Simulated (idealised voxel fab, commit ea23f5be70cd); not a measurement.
process module | voxel transistor to metal
cross-section cut | 165 nm wide | cells 5 nm
A cross-section is a grid of square cells, given in bands from the top down. A band is one or more rows of cells.
Each band's line starts with the height of the band's top and of its bottom, in nm. Then come its materials from left to right, each with its width in nm. One material with "throughout" fills the band from edge to edge. "air" is empty space.
Height 0 is the level under which the wafer as received is all one material. The lowest band goes on downwards, as in "0 down".
A width such as "30 to 40" changes by the same amount from each row of cells to the next, from the band's top row to its bottom row.
"no change" after a step means that no cell of the cross-section changed.
closed voids: empty space of 8 cells or more with no open way to the top, each as width x height at its distance from the left edge, in nm
after a step's settings: what the simulator itself notes on the step
overlay nm, on a step with a mask: how far to the right of its planned place the mask lay; to the left if negative
plan
1 op RECEIVE | material Si
2 op OXIDIZE | depth nm 5
3 op CONFORMAL_DEP | material SiN | thk nm 10
4 op MASKED_ETCH | tone cover | mask id ACTIVE | width nm 105 | etch materials SiN | depth nm 10 | overlay nm 0
5 op MASKED_ETCH | tone cover | mask id ACTIVE | width nm 105 | etch materials SiO2 | depth nm 5 | overlay nm 0
6 op MASKED_ETCH | tone cover | mask id ACTIVE | width nm 105 | etch materials Si | depth nm 35 | overlay nm 0
7 op FILL_DEP | material SiO2 | thk nm 10
8 op CMP | height nm 10
9 op SELECTIVE_ETCH | etch materials SiO2 | depth nm 5
10 op STRIP | etch materials SiN
11 op SELECTIVE_ETCH | etch materials SiO2 | depth nm 5
12 op OXIDIZE | depth nm 5
13 op DIRECTIONAL_DEP | material polySi | thk nm 20
14 op DIRECTIONAL_DEP | material SiCN | thk nm 10
15 op PATTERN | tone cover | mask id GATE | material resist | width nm 25 | thk nm 20 | overlay nm 0
16 op DIRECTIONAL_ETCH | etch materials SiCN | depth nm 20
17 op DIRECTIONAL_ETCH | etch materials polySi | depth nm 30
18 op STRIP | etch materials resist
19 op CONFORMAL_DEP | material SiN | thk nm 10
20 op DIRECTIONAL_ETCH | etch materials SiN | depth nm 10
21 op DIRECTIONAL_ETCH | etch materials SiO2 | depth nm 5
22 op DIRECTIONAL_ETCH | etch materials Si | depth nm 5
23 op EPI | material nSi | thk nm 10
24 op FILL_DEP | material SiO2 | thk nm 5
25 op CMP | height nm 25
26 op DIRECTIONAL_DEP | material SiO2 | thk nm 15
27 op MASKED_ETCH | tone open | mask id CONTACT | width nm 30 | pitch nm 65 | etch materials SiO2 | depth nm 45 | overlay nm 0
28 op CONFORMAL_DEP | material TiN | thk nm 5
29 op FILL_DEP | material Ru | thk nm 5
30 op CMP | height nm 40
31 op DIRECTIONAL_DEP | material TiN | thk nm 5
32 op DIRECTIONAL_DEP | material W | thk nm 15
33 op DIRECTIONAL_DEP | material aC | thk nm 15
34 op PATTERN | tone cover | mask id METAL_1 | material resist | width nm 20 | pitch nm 75 | thk nm 30 | overlay nm 0
35 op DIRECTIONAL_ETCH | etch materials aC | depth nm 15
36 op STRIP | etch materials resist
37 op DIRECTIONAL_ETCH | etch materials W | depth nm 15
38 op DIRECTIONAL_ETCH | etch materials TiN | depth nm 5
39 op STRIP | etch materials aC
40 op FILL_DEP | material lowk | thk nm 5
41 op CMP | height nm 60
42 op CONFORMAL_DEP | material SiCN | thk nm 5
43 op DIRECTIONAL_DEP | material SiO2 | thk nm 30
44 op MASKED_ETCH | tone open | mask id METAL_2 | width nm 20 | pitch nm 75 | etch materials SiO2 | depth nm 15 | overlay nm 0
45 op MASKED_ETCH | tone open | mask id METAL_2_HOLES | width nm 15 | pitch nm 75 | etch materials SiO2 | depth nm 15 | overlay nm 0
46 op MASKED_ETCH | tone open | mask id METAL_2_HOLES | width nm 15 | pitch nm 75 | etch materials SiCN | depth nm 5 | overlay nm 0
47 op CONFORMAL_DEP | material TiN | thk nm 5
48 op FILL_DEP | material Cu | thk nm 5
49 op CMP | height nm 95
50 op CONFORMAL_DEP | material SiN | thk nm 5
as received, after step 1
  0 down: Si throughout
  closed voids: none
a wafer at the end: this start, this plan, one mistake
  100 to 95: SiN throughout
  95 to 85: SiO2 35 | TiN 5 | Cu 10 | TiN 5 | SiO2 55 | TiN 5 | Cu 10 | TiN 5 | SiO2 35
  85 to 80: SiO2 35 | TiN 5 | Cu 5 | TiN 10 | SiO2 55 | TiN 5 | Cu 5 | TiN 10 | SiO2 35
  80 to 65: SiO2 35 | TiN 5 | Cu 5 | TiN 5 | SiO2 60 | TiN 5 | Cu 5 | TiN 5 | SiO2 40
  65 to 60: SiCN 35 | TiN 15 | SiCN 60 | TiN 15 | SiCN 40
  60 to 45: lowk 35 | W 20 | lowk 55 | W 20 | lowk 35
  45 to 40: lowk 35 | TiN 20 | lowk 55 | TiN 20 | lowk 35
  40 to 30: SiO2 35 | TiN 5 | Ru 20 | TiN 5 | SiO2 35 | TiN 5 | Ru 20 | TiN 5 | SiO2 35
  30 to 25: SiO2 35 | TiN 5 | Ru 15 | TiN 10 | SiO2 35 | TiN 10 | Ru 15 | TiN 5 | SiO2 35
  25 to 15: SiO2 35 | TiN 5 | Ru 15 | TiN 5 | SiN 10 | SiCN 25 | SiN 10 | TiN 5 | Ru 15 | TiN 5 | SiO2 35
  15 to 5: SiO2 35 | TiN 5 | Ru 15 | TiN 5 | SiN 10 | polySi 25 | SiN 10 | TiN 5 | Ru 15 | TiN 5 | SiO2 35
  5 to 0: SiO2 35 | TiN 25 | SiN 10 | polySi 25 | SiN 10 | TiN 25 | SiO2 35
  0 to -5: SiO2 20 | SiN 10 | nSi 10 | TiN 10 | nSi 10 | SiN 10 | polySi 25 | SiN 10 | nSi 20 | SiN 10 | SiO2 30
  -5 to -10: SiO2 30 | nSi 30 | SiO2 45 | nSi 20 | SiO2 40
  -10 to -15: SiO2 25 | Si 5 | nSi 30 | Si 45 | nSi 20 | Si 10 | SiO2 30
  -15 to -40: SiO2 25 | Si 110 | SiO2 30
  -40 down: Si throughout
  closed voids: none
what went wrong: step 4 ran as: op MASKED_ETCH | tone cover | mask id ACTIVE | width nm 105 | etch materials SiN | depth nm 10 | overlay nm -5
